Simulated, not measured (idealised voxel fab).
Title: Process Module voxel transistor to metal
cross-section cut | 265 nm wide | cells 5 nm
We lay out every cross-section as a grid of square cells and spell it out in bands from the top down, where one band means one or more rows of cells. Top height, bottom height, nm. Materials left to right, width each, nm. Single material + "full width" = fills band edge to edge. "blank" = empty. A quick word on heights: they are counted from 0, and under that level the wafer as it came to us is one material throughout. The lowest band is different from the rest in having no bottom; it simply continues downward, written as in "0 and below". Quick explanation for "30->40": the width changes in equal steps down the rows of cells, from the first number in the band's top row to the second number in its bottom row. The designation "left unchanged", where it is given for a processing step, indicates that no cell of the cross-section was altered in the course of that step. "Sealed voids" enumerates empty spaces isolated from the top, with no open way to it, that contain at least 8 cells, giving each as width x height at distance from the left edge, all three in nm. Whatever follows a step's settings on its line is a remark the simulator itself makes about that step. overlay nm: for a step with a mask, the amount by which the mask lay right of where it was planned; a negative amount means left of it.

THESE ARE THE STEPS WE PLANNED FOR THE PROCESS
- 1: RECEIVE with material Si
- 2: OXIDIZE with depth nm 5
- 3: CONFORMAL_DEP with material SiN, thk nm 15
- 4: MASKED_ETCH with tone cover, mask id ACTIVE, width nm 105, pitch nm 130, etch materials SiN, depth nm 15, overlay nm 0
- 5: MASKED_ETCH with tone cover, mask id ACTIVE, width nm 105, pitch nm 130, etch materials SiO2, depth nm 5, overlay nm 0
- 6: MASKED_ETCH with tone cover, mask id ACTIVE, width nm 105, pitch nm 130, etch materials Si, depth nm 30, overlay nm 0
- 7: OXIDIZE with depth nm 5
- 8: FILL_DEP with material SiO2, thk nm 5
- 9: CMP with height nm 15
- 10: SELECTIVE_ETCH with etch materials SiO2, depth nm 10
- 11: STRIP with etch materials SiN
- 12: SELECTIVE_ETCH with etch materials SiO2, depth nm 5
- 13: OXIDIZE with depth nm 5
- 14: DIRECTIONAL_DEP with material polySi, thk nm 20
- 15: DIRECTIONAL_DEP with material SiCN, thk nm 15
- 16: DIRECTIONAL_DEP with material aC, thk nm 15
- 17: PATTERN with tone cover, mask id GATE, material resist, width nm 15, pitch nm 130, thk nm 35, overlay nm 0
- 18: DIRECTIONAL_ETCH with etch materials aC, depth nm 15
- 19: STRIP with etch materials resist
- 20: DIRECTIONAL_ETCH with etch materials SiCN, depth nm 25
- 21: DIRECTIONAL_ETCH with etch materials polySi, depth nm 30
- 22: STRIP with etch materials aC
- 23: CONFORMAL_DEP with material SiO2, thk nm 5
- 24: DIRECTIONAL_ETCH with etch materials SiO2, depth nm 5
- 25: CONFORMAL_DEP with material SiN, thk nm 10
- 26: DIRECTIONAL_ETCH with etch materials SiN, depth nm 10
- 27: DIRECTIONAL_ETCH with etch materials SiO2, depth nm 5
- 28: DIRECTIONAL_ETCH with etch materials Si, depth nm 15
- 29: EPI with material SiGe, thk nm 15
- 30: FILL_DEP with material SiO2, thk nm 10
- 31: CMP with height nm 30
- 32: DIRECTIONAL_DEP with material SiO2, thk nm 10
- 33: DIRECTIONAL_DEP with material aC, thk nm 15
- 34: PATTERN with tone open, mask id CONTACT, material resist, width nm 35, thk nm 35, overlay nm 0
- 35: DIRECTIONAL_ETCH with etch materials aC, depth nm 15
- 36: STRIP with etch materials resist
- 37: DIRECTIONAL_ETCH with etch materials SiO2, depth nm 35
- 38: STRIP with etch materials aC
- 39: CONFORMAL_DEP with material TiN, thk nm 5
- 40: FILL_DEP with material Ru, thk nm 10
- 41: CMP with height nm 40
- 42: CONFORMAL_DEP with material SiN, thk nm 5
- 43: DIRECTIONAL_DEP with material SiO2, thk nm 20
- 44: MASKED_ETCH with tone open, mask id METAL_1, width nm 20, etch materials SiO2, depth nm 20, overlay nm 0
- 45: MASKED_ETCH with tone open, mask id METAL_1, width nm 20, etch materials SiN, depth nm 5, overlay nm 0
- 46: CONFORMAL_DEP with material TiN, thk nm 5
- 47: FILL_DEP with material Cu, thk nm 10
- 48: CMP with height nm 65
- 49: CONFORMAL_DEP with material SiCN, thk nm 5

CROSS-SECTION, INCOMING MATERIAL, AFTER STEP 1
  0 and below  Si full width
  Sealed voids: none

FIRST WAFER AT THE END, AS PLANNED
  70 down to 65  SiCN full width
  65 down to 45  20 nm SiO2  5 nm TiN  10 nm Cu  5 nm TiN  55 nm SiO2  5 nm TiN  10 nm Cu  5 nm TiN  35 nm SiO2  5 nm TiN  10 nm Cu  5 nm TiN  55 nm SiO2  5 nm TiN  10 nm Cu  5 nm TiN  20 nm SiO2
  45 down to 40  20 nm SiN  20 nm TiN  55 nm SiN  20 nm TiN  35 nm SiN  20 nm TiN  55 nm SiN  20 nm TiN  20 nm SiN
  40 down to 30  20 nm SiO2  5 nm TiN  25->15 nm Ru  5->15 nm TiN  25 nm SiO2  5->15 nm TiN  25->15 nm Ru  5 nm TiN  35 nm SiO2  5 nm TiN  25->15 nm Ru  5->15 nm TiN  25 nm SiO2  5->15 nm TiN  25->15 nm Ru  5 nm TiN  20 nm SiO2
  30 down to 15  20 nm SiO2  5 nm TiN  15 nm Ru  5 nm TiN  10 nm SiN  5 nm SiO2  15 nm SiCN  5 nm SiO2  10 nm SiN  5 nm TiN  15 nm Ru  5 nm TiN  35 nm SiO2  5 nm TiN  15 nm Ru  5 nm TiN  10 nm SiN  5 nm SiO2  15 nm SiCN  5 nm SiO2  10 nm SiN  5 nm TiN  15 nm Ru  5 nm TiN  20 nm SiO2
  15 down to 10  20 nm SiO2  5 nm TiN  15 nm Ru  5 nm TiN  10 nm SiN  5 nm SiO2  15 nm polySi  5 nm SiO2  10 nm SiN  5 nm TiN  15 nm Ru  5 nm TiN  35 nm SiO2  5 nm TiN  15 nm Ru  5 nm TiN  10 nm SiN  5 nm SiO2  15 nm polySi  5 nm SiO2  10 nm SiN  5 nm TiN  15 nm Ru  5 nm TiN  20 nm SiO2
  10 down to 5  20 nm SiO2  25 nm TiN  10 nm SiN  5 nm SiO2  15 nm polySi  5 nm SiO2  10 nm SiN  25 nm TiN  35 nm SiO2  25 nm TiN  10 nm SiN  5 nm SiO2  15 nm polySi  5 nm SiO2  10 nm SiN  25 nm TiN  20 nm SiO2
  5 down to 0  20 nm SiO2  25 nm SiGe  10 nm SiN  5 nm SiO2  15 nm polySi  5 nm SiO2  10 nm SiN  25 nm SiGe  35 nm SiO2  25 nm SiGe  10 nm SiN  5 nm SiO2  15 nm polySi  5 nm SiO2  10 nm SiN  25 nm SiGe  20 nm SiO2
  0 down to -5  15 nm SiO2  10 nm SiN  20 nm SiGe  10 nm SiN  5 nm SiO2  15 nm polySi  5 nm SiO2  10 nm SiN  20 nm SiGe  10 nm SiN  25 nm SiO2  10 nm SiN  20 nm SiGe  10 nm SiN  5 nm SiO2  15 nm polySi  5 nm SiO2  10 nm SiN  20 nm SiGe  10 nm SiN  15 nm SiO2
  -5 down to -10  25 nm SiO2  20 nm SiGe  45 nm SiO2  20 nm SiGe  45 nm SiO2  20 nm SiGe  45 nm SiO2  20 nm SiGe  25 nm SiO2
  -10 down to -25  20 nm SiO2  5 nm Si  20 nm SiGe  45 nm Si  20 nm SiGe  5 nm Si  35 nm SiO2  5 nm Si  20 nm SiGe  45 nm Si  20 nm SiGe  5 nm Si  20 nm SiO2
  -25 down to -40  20 nm SiO2  95 nm Si  35 nm SiO2  95 nm Si  20 nm SiO2
  -40 and below  Si full width
  Sealed voids: none

THIS IS THE SECOND OF THE TWO WAFERS, CROSS-SECTIONED AT THE END OF THE MODULE; IT STARTED EXACTLY LIKE THE FIRST AND WAS GIVEN THE SAME PLAN, BUT IT WAS RUN WITH ONE MISTAKE
  70 down to 65  SiCN full width
  65 down to 45  20 nm SiO2  5 nm TiN  10 nm Cu  5 nm TiN  55 nm SiO2  5 nm TiN  10 nm Cu  5 nm TiN  35 nm SiO2  5 nm TiN  10 nm Cu  5 nm TiN  55 nm SiO2  5 nm TiN  10 nm Cu  5 nm TiN  20 nm SiO2
  45 down to 40  20 nm SiN  20 nm TiN  55 nm SiN  20 nm TiN  35 nm SiN  20 nm TiN  55 nm SiN  20 nm TiN  20 nm SiN
  40 down to 30  20 nm SiO2  5 nm TiN  30->15 nm Ru  5->20 nm TiN  20 nm SiO2  5->15 nm TiN  30->20 nm Ru  5 nm TiN  30 nm SiO2  5 nm TiN  30->15 nm Ru  5->20 nm TiN  20 nm SiO2  5->15 nm TiN  30->20 nm Ru  5 nm TiN  15 nm SiO2
  30 down to 15  20 nm SiO2  5 nm TiN  15 nm Ru  5 nm TiN  10 nm SiN  5 nm TiN  15 nm SiCN  5 nm SiO2  10 nm SiN  5 nm TiN  20 nm Ru  5 nm TiN  30 nm SiO2  5 nm TiN  15 nm Ru  5 nm TiN  10 nm SiN  5 nm TiN  15 nm SiCN  5 nm SiO2  10 nm SiN  5 nm TiN  20 nm Ru  5 nm TiN  15 nm SiO2
  15 down to 10  20 nm SiO2  5 nm TiN  15 nm Ru  5 nm TiN  10 nm SiN  5 nm TiN  15 nm polySi  5 nm SiO2  10 nm SiN  5 nm TiN  20 nm Ru  5 nm TiN  30 nm SiO2  5 nm TiN  15 nm Ru  5 nm TiN  10 nm SiN  5 nm TiN  15 nm polySi  5 nm SiO2  10 nm SiN  5 nm TiN  20 nm Ru  5 nm TiN  15 nm SiO2
  10 down to 5  20 nm SiO2  25 nm TiN  10 nm SiN  5 nm TiN  15 nm polySi  5 nm SiO2  10 nm SiN  30 nm TiN  30 nm SiO2  25 nm TiN  10 nm SiN  5 nm TiN  15 nm polySi  5 nm SiO2  10 nm SiN  30 nm TiN  15 nm SiO2
  5 down to 0  20 nm SiO2  25 nm SiGe  10 nm SiN  5 nm SiO2  15 nm polySi  5 nm SiO2  10 nm SiN  25 nm SiGe  35 nm SiO2  25 nm SiGe  10 nm SiN  5 nm SiO2  15 nm polySi  5 nm SiO2  10 nm SiN  25 nm SiGe  20 nm SiO2
  0 down to -5  15 nm SiO2  10 nm SiN  20 nm SiGe  10 nm SiN  5 nm SiO2  15 nm polySi  5 nm SiO2  10 nm SiN  20 nm SiGe  10 nm SiN  25 nm SiO2  10 nm SiN  20 nm SiGe  10 nm SiN  5 nm SiO2  15 nm polySi  5 nm SiO2  10 nm SiN  20 nm SiGe  10 nm SiN  15 nm SiO2
  -5 down to -10  25 nm SiO2  20 nm SiGe  45 nm SiO2  20 nm SiGe  45 nm SiO2  20 nm SiGe  45 nm SiO2  20 nm SiGe  25 nm SiO2
  -10 down to -25  20 nm SiO2  5 nm Si  20 nm SiGe  45 nm Si  20 nm SiGe  5 nm Si  35 nm SiO2  5 nm Si  20 nm SiGe  45 nm Si  20 nm SiGe  5 nm Si  20 nm SiO2
  -25 down to -40  20 nm SiO2  95 nm Si  35 nm SiO2  95 nm Si  20 nm SiO2
  -40 and below  Si full width
  Sealed voids: none
Which mistake was made when the wafer was run? the process deviated at step 34: the operation and settings actually run there were PATTERN with tone open, mask id CONTACT, material resist, width nm 40, thk nm 35, overlay nm 0
Final wafer comparison in cells, second versus first, more or fewer per material: Ru +14; SiO2 -28; TiN +14
